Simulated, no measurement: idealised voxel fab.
Process module in this document: voxel gate over fins
Cross-section cut: width 145 nm, square cells of 5 nm.
Cross-section layout: square cells on a grid; listed as bands, top to bottom; a band spans one or more cell rows. Heights first: top, then bottom, in nm. Then materials, left to right, each with a width in nm. "edge to edge" on a single material: fills the band edge to edge. "blank": empty space. Height datum 0, below which the as-received substrate wafer is one material. Lowest band open at the bottom, running downward: "0 nm and below". Read "30->40" as a graded width: first number on top, second number at the bottom, same change between each pair of neighbouring rows. Basically "nothing altered" means that step didn't change any cell in the cross-section. "Sealed voids" - sealed voids, min. 8 cells, no opening to top; format: width x height at distance (distance from left edge; nm throughout). What comes after the settings on a step's line is commentary from the simulator itself on that step. The line of a step may include "overlay nm". On a step with a mask, this value is how far to the right of its planned place the mask lay. A negative value means the mask lay to the left.

## Listed below are the process steps as planned
1,RECEIVE: material Si
2,CONFORMAL_DEP: material SiN, thk nm 10
3,MASKED_ETCH: tone cover, mask id FINS, width nm 15, pitch nm 45, etch materials SiN, depth nm 10, overlay nm 0
4,MASKED_ETCH: tone cover, mask id FINS, width nm 15, pitch nm 45, etch materials Si, depth nm 35, overlay nm 0
5,OXIDIZE: depth nm 5
6,FILL_DEP: material SiO2, thk nm 10
7,CMP: height nm 10
8,SELECTIVE_ETCH: etch materials SiO2, depth nm 25
9,STRIP: etch materials SiN
10,CONFORMAL_DEP: material HfO2, thk nm 5
11,CONFORMAL_DEP: material TiN, thk nm 5
12,CONFORMAL_DEP: material TiAl, thk nm 5
13,CONFORMAL_DEP: material TiN, thk nm 5
14,FILL_DEP: material W, thk nm 10
15,CMP: height nm 25
16,CONFORMAL_DEP: material SiCN, thk nm 10

## First of two wafers, with the run carried out as planned

## Received-state cross-section, reflecting completion of step 1
  0 nm and below: Si edge to edge
  Sealed voids: none

## Wafer xsec, post step 2
  10 nm to 0 nm: SiN edge to edge
  Below 0, the layers are the same as they were.

## Wafer xsec, post step 3
  10 nm to 0 nm: blank 20 nm / SiN 15 nm / blank 30 nm / SiN 15 nm / blank 30 nm / SiN 15 nm / blank 20 nm
  Below 0, the layers are the same as they were.

## Wafer xsec, post step 4
  10 nm to 0 nm: blank 20 nm / SiN 15 nm / blank 30 nm / SiN 15 nm / blank 30 nm / SiN 15 nm / blank 20 nm
  0 nm to -35 nm: blank 20 nm / Si 15 nm / blank 30 nm / Si 15 nm / blank 30 nm / Si 15 nm / blank 20 nm
  Below -35, the layers are the same as they were.

## Wafer xsec, post step 5
  10 nm to 0 nm: blank 20 nm / SiN 15 nm / blank 30 nm / SiN 15 nm / blank 30 nm / SiN 15 nm / blank 20 nm
  0 nm to -35 nm: blank 20 nm / SiO2 5 nm / Si 5 nm / SiO2 5 nm / blank 30 nm / SiO2 5 nm / Si 5 nm / SiO2 5 nm / blank 30 nm / SiO2 5 nm / Si 5 nm / SiO2 5 nm / blank 20 nm
  -35 nm to -40 nm: SiO2 25 nm / Si 5 nm / SiO2 40 nm / Si 5 nm / SiO2 40 nm / Si 5 nm / SiO2 25 nm
  Below -40, the layers are the same as they were.

## Wafer xsec, post step 6
  20 nm to 10 nm: SiO2 edge to edge
  10 nm to 0 nm: SiO2 20 nm / SiN 15 nm / SiO2 30 nm / SiN 15 nm / SiO2 30 nm / SiN 15 nm / SiO2 20 nm
  0 nm to -40 nm: SiO2 25 nm / Si 5 nm / SiO2 40 nm / Si 5 nm / SiO2 40 nm / Si 5 nm / SiO2 25 nm
  Below -40, the layers are the same as they were.

## Wafer xsec, post step 7
  10 nm to 0 nm: SiO2 20 nm / SiN 15 nm / SiO2 30 nm / SiN 15 nm / SiO2 30 nm / SiN 15 nm / SiO2 20 nm
  Below 0, the layers are the same as they were.

## Wafer xsec, post step 8
  10 nm to 0 nm: blank 20 nm / SiN 15 nm / blank 30 nm / SiN 15 nm / blank 30 nm / SiN 15 nm / blank 20 nm
  0 nm to -15 nm: blank 25 nm / Si 5 nm / blank 40 nm / Si 5 nm / blank 40 nm / Si 5 nm / blank 25 nm
  Below -15, the layers are the same as they were.

## Wafer xsec, post step 9
  0 nm to -15 nm: blank 25 nm / Si 5 nm / blank 40 nm / Si 5 nm / blank 40 nm / Si 5 nm / blank 25 nm
  Below -15, the layers are the same as they were.

## Wafer xsec, post step 10
  5 nm to 0 nm: blank 20 nm / HfO2 15 nm / blank 30 nm / HfO2 15 nm / blank 30 nm / HfO2 15 nm / blank 20 nm
  0 nm to -10 nm: blank 20 nm / HfO2 5 nm / Si 5 nm / HfO2 5 nm / blank 30 nm / HfO2 5 nm / Si 5 nm / HfO2 5 nm / blank 30 nm / HfO2 5 nm / Si 5 nm / HfO2 5 nm / blank 20 nm
  -10 nm to -15 nm: HfO2 25 nm / Si 5 nm / HfO2 40 nm / Si 5 nm / HfO2 40 nm / Si 5 nm / HfO2 25 nm
  Below -15, the layers are the same as they were.

## Wafer xsec, post step 11
  10 nm to 5 nm: blank 15 nm / TiN 25 nm / blank 20 nm / TiN 25 nm / blank 20 nm / TiN 25 nm / blank 15 nm
  5 nm to 0 nm: blank 15 nm / TiN 5 nm / HfO2 15 nm / TiN 5 nm / blank 20 nm / TiN 5 nm / HfO2 15 nm / TiN 5 nm / blank 20 nm / TiN 5 nm / HfO2 15 nm / TiN 5 nm / blank 15 nm
  0 nm to -5 nm: blank 15 nm / TiN 5 nm / HfO2 5 nm / Si 5 nm / HfO2 5 nm / TiN 5 nm / blank 20 nm / TiN 5 nm / HfO2 5 nm / Si 5 nm / HfO2 5 nm / TiN 5 nm / blank 20 nm / TiN 5 nm / HfO2 5 nm / Si 5 nm / HfO2 5 nm / TiN 5 nm / blank 15 nm
  -5 nm to -10 nm: TiN 20 nm / HfO2 5 nm / Si 5 nm / HfO2 5 nm / TiN 30 nm / HfO2 5 nm / Si 5 nm / HfO2 5 nm / TiN 30 nm / HfO2 5 nm / Si 5 nm / HfO2 5 nm / TiN 20 nm
  Below -10, the layers are the same as they were.

## Wafer xsec, post step 12
  15 nm to 10 nm: blank 10 nm / TiAl 35 nm / blank 10 nm / TiAl 35 nm / blank 10 nm / TiAl 35 nm / blank 10 nm
  10 nm to 5 nm: blank 10 nm / TiAl 5 nm / TiN 25 nm / TiAl 5 nm / blank 10 nm / TiAl 5 nm / TiN 25 nm / TiAl 5 nm / blank 10 nm / TiAl 5 nm / TiN 25 nm / TiAl 5 nm / blank 10 nm
  5 nm to 0 nm: blank 10 nm / TiAl 5 nm / TiN 5 nm / HfO2 15 nm / TiN 5 nm / TiAl 5 nm / blank 10 nm / TiAl 5 nm / TiN 5 nm / HfO2 15 nm / TiN 5 nm / TiAl 5 nm / blank 10 nm / TiAl 5 nm / TiN 5 nm / HfO2 15 nm / TiN 5 nm / TiAl 5 nm / blank 10 nm
  0 nm to -5 nm: TiAl 15 nm / TiN 5 nm / HfO2 5 nm / Si 5 nm / HfO2 5 nm / TiN 5 nm / TiAl 20 nm / TiN 5 nm / HfO2 5 nm / Si 5 nm / HfO2 5 nm / TiN 5 nm / TiAl 20 nm / TiN 5 nm / HfO2 5 nm / Si 5 nm / HfO2 5 nm / TiN 5 nm / TiAl 15 nm
  Below -5, the layers are the same as they were.

## Wafer xsec, post step 13
  20 nm to 15 nm: blank 5 nm / TiN 135 nm / blank 5 nm
  15 nm to 10 nm: blank 5 nm / TiN 5 nm / TiAl 35 nm / TiN 10 nm / TiAl 35 nm / TiN 10 nm / TiAl 35 nm / TiN 5 nm / blank 5 nm
  10 nm to 5 nm: blank 5 nm / TiN 5 nm / TiAl 5 nm / TiN 25 nm / TiAl 5 nm / TiN 10 nm / TiAl 5 nm / TiN 25 nm / TiAl 5 nm / TiN 10 nm / TiAl 5 nm / TiN 25 nm / TiAl 5 nm / TiN 5 nm / blank 5 nm
  5 nm to 0 nm: TiN 10 nm / TiAl 5 nm / TiN 5 nm / HfO2 15 nm / TiN 5 nm / TiAl 5 nm / TiN 10 nm / TiAl 5 nm / TiN 5 nm / HfO2 15 nm / TiN 5 nm / TiAl 5 nm / TiN 10 nm / TiAl 5 nm / TiN 5 nm / HfO2 15 nm / TiN 5 nm / TiAl 5 nm / TiN 10 nm
  Below 0, the layers are the same as they were.

## Wafer xsec, post step 14
  30 nm to 20 nm: W edge to edge
  20 nm to 15 nm: W 5 nm / TiN 135 nm / W 5 nm
  15 nm to 10 nm: W 5 nm / TiN 5 nm / TiAl 35 nm / TiN 10 nm / TiAl 35 nm / TiN 10 nm / TiAl 35 nm / TiN 5 nm / W 5 nm
  10 nm to 5 nm: W 5 nm / TiN 5 nm / TiAl 5 nm / TiN 25 nm / TiAl 5 nm / TiN 10 nm / TiAl 5 nm / TiN 25 nm / TiAl 5 nm / TiN 10 nm / TiAl 5 nm / TiN 25 nm / TiAl 5 nm / TiN 5 nm / W 5 nm
  Below 5, the layers are the same as they were.

## Wafer xsec, post step 15
  25 nm to 20 nm: W edge to edge
  Below 20, the layers are the same as they were.

## Wafer xsec, post step 16
  35 nm to 25 nm: SiCN edge to edge
  Below 25, the layers are the same as they were.

## What follows concerns the second wafer, which started out like the first and was meant to follow the very same plan; one mistake crept in when it was run, but everything up to and including step 2 is the same as for the first wafer

## At the planned end of step 3, the second wafer in cross-section
  10 nm to 0 nm: SiN 20 nm / blank 15 nm / SiN 30 nm / blank 15 nm / SiN 30 nm / blank 15 nm / SiN 20 nm
  Below 0, the layers are the same as they were.

At the planned end of step 4, the second wafer in cross-section: nothing altered

## At the planned end of step 5, the second wafer in cross-section
  10 nm to 0 nm: SiN 20 nm / blank 15 nm / SiN 30 nm / blank 15 nm / SiN 30 nm / blank 15 nm / SiN 20 nm
  0 nm to -5 nm: Si 15 nm / SiO2 25 nm / Si 20 nm / SiO2 25 nm / Si 20 nm / SiO2 25 nm / Si 15 nm
  Below -5, the layers are the same as they were.

## At the planned end of step 6, the second wafer in cross-section
  20 nm to 10 nm: SiO2 edge to edge
  10 nm to 0 nm: SiN 20 nm / SiO2 15 nm / SiN 30 nm / SiO2 15 nm / SiN 30 nm / SiO2 15 nm / SiN 20 nm
  Below 0, the layers are the same as they were.

## At the planned end of step 7, the second wafer in cross-section
  10 nm to 0 nm: SiN 20 nm / SiO2 15 nm / SiN 30 nm / SiO2 15 nm / SiN 30 nm / SiO2 15 nm / SiN 20 nm
  Below 0, the layers are the same as they were.

## At the planned end of step 8, the second wafer in cross-section
  10 nm to 0 nm: SiN 20 nm / blank 15 nm / SiN 30 nm / blank 15 nm / SiN 30 nm / blank 15 nm / SiN 20 nm
  0 nm to -5 nm: Si 15 nm / blank 25 nm / Si 20 nm / blank 25 nm / Si 20 nm / blank 25 nm / Si 15 nm
  Below -5, the layers are the same as they were.

## At the planned end of step 9, the second wafer in cross-section
  0 nm to -5 nm: Si 15 nm / blank 25 nm / Si 20 nm / blank 25 nm / Si 20 nm / blank 25 nm / Si 15 nm
  Below -5, the layers are the same as they were.

## At the planned end of step 10, the second wafer in cross-section
  5 nm to 0 nm: HfO2 20 nm / blank 15 nm / HfO2 30 nm / blank 15 nm / HfO2 30 nm / blank 15 nm / HfO2 20 nm
  0 nm to -5 nm: Si 15 nm / HfO2 25 nm / Si 20 nm / HfO2 25 nm / Si 20 nm / HfO2 25 nm / Si 15 nm
  Below -5, the layers are the same as they were.

## At the planned end of step 11, the second wafer in cross-section
  10 nm to 5 nm: TiN 25 nm / blank 5 nm / TiN 40 nm / blank 5 nm / TiN 40 nm / blank 5 nm / TiN 25 nm
  5 nm to 0 nm: HfO2 20 nm / TiN 15 nm / HfO2 30 nm / TiN 15 nm / HfO2 30 nm / TiN 15 nm / HfO2 20 nm
  Below 0, the layers are the same as they were.

## At the planned end of step 12, the second wafer in cross-section
  15 nm to 10 nm: TiAl edge to edge
  10 nm to 5 nm: TiN 25 nm / TiAl 5 nm / TiN 40 nm / TiAl 5 nm / TiN 40 nm / TiAl 5 nm / TiN 25 nm
  Below 5, the layers are the same as they were.

## At the planned end of step 13, the second wafer in cross-section
  20 nm to 15 nm: TiN edge to edge
  Below 15, the layers are the same as they were.

## At the planned end of step 14, the second wafer in cross-section
  30 nm to 20 nm: W edge to edge
  Below 20, the layers are the same as they were.

## At the planned end of step 15, the second wafer in cross-section
  25 nm to 20 nm: W edge to edge
  Below 20, the layers are the same as they were.

## At the planned end of step 16, the second wafer in cross-section
  35 nm to 25 nm: SiCN edge to edge
  Below 25, the layers are the same as they were.
Here's what went sideways: step 3 did not use the planned setting and instead ran as MASKED_ETCH: tone open, mask id FINS, width nm 15, pitch nm 45, etch materials SiN, depth nm 10, overlay nm 0
At the finish, the second wafer shows more or fewer cells for some materials than the first does: 12 fewer of HfO2, 193 more of Si, 130 fewer of SiO2, 15 fewer of TiAl, 30 fewer of TiN, 6 fewer of W
